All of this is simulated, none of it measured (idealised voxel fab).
process module | voxel ribs on slabs
cross-section cut | 195 nm wide | cells 5 nm
A cross-section is a grid of square cells, given in bands from the top down. A band is one or more rows of cells.
Each band's line starts with the height of the band's top and of its bottom, in nm. Then come its materials from left to right, each with its width in nm. One material with "throughout" fills the band from edge to edge. "air" is empty space.
Height 0 is the level under which the wafer as received is all one material. The lowest band goes on downwards, as in "0 down".
A width such as "30 to 40" changes by the same amount from each row of cells to the next, from the band's top row to its bottom row.
"no change" after a step means that no cell of the cross-section changed.
closed voids: empty space of 8 cells or more with no open way to the top, each as width x height at its distance from the left edge, in nm
after a step's settings: what the simulator itself notes on the step
overlay nm, on a step with a mask: how far to the right of its planned place the mask lay; to the left if negative
plan
1 op RECEIVE | material Si
2 op DIRECTIONAL_DEP | material SiO2 | thk nm 20
3 op DIRECTIONAL_DEP | material polySi | thk nm 25
4 op PATTERN | tone cover | mask id RIB | material resist | width nm 20 | thk nm 15 | overlay nm 0
5 op DIRECTIONAL_ETCH | etch materials polySi | depth nm 15
6 op STRIP | etch materials resist
7 op DIRECTIONAL_DEP | material aC | thk nm 10
8 op PATTERN | tone cover | mask id SLAB | material resist | width nm 80 | thk nm 25 | overlay nm 0
9 op DIRECTIONAL_ETCH | etch materials aC | depth nm 10
10 op STRIP | etch materials resist
11 op DIRECTIONAL_ETCH | etch materials polySi | depth nm 10
12 op STRIP | etch materials aC
13 op FILL_DEP | material SiO2 | thk nm 20
14 op CMP | height nm 60
15 op DIRECTIONAL_DEP | material TiN | thk nm 5
16 op PATTERN | tone cover | mask id HEATER | material resist | width nm 30 | thk nm 15 | overlay nm 0
17 op DIRECTIONAL_ETCH | etch materials TiN | depth nm 5
18 op STRIP | etch materials resist
19 op CONFORMAL_DEP | material SiO2 | thk nm 10
as received, after step 1
  0 down: Si throughout
  closed voids: none
a wafer at the end: this start, this plan, one mistake
  75 to 70: air 70 | SiO2 50 | air 75
  70 to 65: SiO2 throughout
  65 to 60: SiO2 80 | TiN 30 | SiO2 85
  60 to 25: SiO2 throughout
  25 to 0: polySi throughout
  0 down: Si throughout
  closed voids: none
what went wrong: steps 2 and 3 were swapped
